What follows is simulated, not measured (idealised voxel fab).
This section sets out a process module, namely voxel gate over fins.
Displayed cross-section: cut, width of 290 nm, square cells sized 5 nm.
A cross-section is written here as square cells arranged in a grid, and it is given in bands from the top down, each band taking up one or more rows of cells. Heads up on the band format: heights come first, top then bottom, in nm. After that it's the materials left to right, each with its width in nm. A single material flagged "all across" fills the whole band edge to edge, and "air" means there's empty space there. Height 0 is the level under which the wafer as received is all one material. The lowest band goes on downwards, as in "0..down". With a width like "30->40", each row of cells in the band differs from the next by the same amount, the top row carrying the first number and the bottom row the second. Step note "nothing altered" = no cross-section cell changed. Voids not open to the top, 8 cells minimum: see "Non-vented voids". Written width x height at distance; distance is from the left edge; nm. What comes after the settings on a step's line is commentary from the simulator itself on that step. For masked steps, "overlay nm" on the step line gives how far right of plan the mask actually lay; a minus sign means it lay to the left.
### Process steps (planned)
1. RECEIVE,material Si
2. CONFORMAL_DEP,material SiN,thk nm 5
3. MASKED_ETCH,tone cover,mask id FINS,width nm 15,pitch nm 35,etch materials SiN,depth nm 5,overlay nm 0
4. MASKED_ETCH,tone cover,mask id FINS,width nm 15,pitch nm 35,etch materials Si,depth nm 35,overlay nm 0
5. FILL_DEP,material SiO2,thk nm 10
6. CMP,height nm 5
7. SELECTIVE_ETCH,etch materials SiO2,depth nm 20
8. STRIP,etch materials SiN
9. CONFORMAL_DEP,material HfO2,thk nm 5
10. CONFORMAL_DEP,material TiN,thk nm 5
11. FILL_DEP,material W,thk nm 10
12. CMP,height nm 15
13. CONFORMAL_DEP,material SiN,thk nm 5
### This is the cross-section of the wafer as we received it, i.e. after step 1
    0..down: Si all across
    Non-vented voids: none
### Cross-section: first of two wafers, module finished, run according to plan
    20..15: SiN all across
    15..10: W all across
    10..5: 90 nm W | 105 nm TiN | 95 nm W
    5..0: 90 nm W | 5 nm TiN | 25 nm HfO2 | 10 nm TiN | 25 nm HfO2 | 10 nm TiN | 25 nm HfO2 | 5 nm TiN | 95 nm W
    0..-5: 90 nm W | 5 nm TiN | 5 nm HfO2 | 15 nm Si | 5 nm HfO2 | 10 nm TiN | 5 nm HfO2 | 15 nm Si | 5 nm HfO2 | 10 nm TiN | 5 nm HfO2 | 15 nm Si | 5 nm HfO2 | 5 nm TiN | 95 nm W
    -5..-10: 95 nm TiN | 5 nm HfO2 | 15 nm Si | 5 nm HfO2 | 10 nm TiN | 5 nm HfO2 | 15 nm Si | 5 nm HfO2 | 10 nm TiN | 5 nm HfO2 | 15 nm Si | 5 nm HfO2 | 100 nm TiN
    -10..-15: 100 nm HfO2 | 15 nm Si | 20 nm HfO2 | 15 nm Si | 20 nm HfO2 | 15 nm Si | 105 nm HfO2
    -15..-35: 100 nm SiO2 | 15 nm Si | 20 nm SiO2 | 15 nm Si | 20 nm SiO2 | 15 nm Si | 105 nm SiO2
    -35..down: Si all across
    Non-vented voids: none
### What the second wafer looks like in cross-section once the module is done. Its start and its plan matched the first wafer's exactly; what differed was one mistake in how it was run
    20..15: SiN all across
    15..10: W all across
    10..5: 90 nm W | 105 nm TiN | 95 nm W
    5..0: 90 nm W | 5 nm TiN | 25 nm HfO2 | 10 nm TiN | 25 nm HfO2 | 10 nm TiN | 25 nm HfO2 | 5 nm TiN | 95 nm W
    0..-5: 90 nm W | 5 nm TiN | 5 nm HfO2 | 15 nm Si | 5 nm HfO2 | 10 nm TiN | 5 nm HfO2 | 15 nm Si | 5 nm HfO2 | 10 nm TiN | 5 nm HfO2 | 15 nm Si | 5 nm HfO2 | 5 nm TiN | 95 nm W
    -5..-10: 95 nm TiN | 5 nm HfO2 | 15 nm Si | 5 nm HfO2 | 10 nm TiN | 5 nm HfO2 | 15 nm Si | 5 nm HfO2 | 10 nm TiN | 5 nm HfO2 | 15 nm Si | 5 nm HfO2 | 100 nm TiN
    -10..-15: 100 nm HfO2 | 15 nm Si | 20 nm HfO2 | 15 nm Si | 20 nm HfO2 | 15 nm Si | 105 nm HfO2
    -15..-70: 100 nm SiO2 | 15 nm Si | 20 nm SiO2 | 15 nm Si | 20 nm SiO2 | 15 nm Si | 105 nm SiO2
    -70..down: Si all across
    Non-vented voids: none
The mistake made against the process plan was this: step 4 was run twice
Final comparison by cell count, materials where the second wafer has more or fewer than the first: -343 Si, +343 SiO2
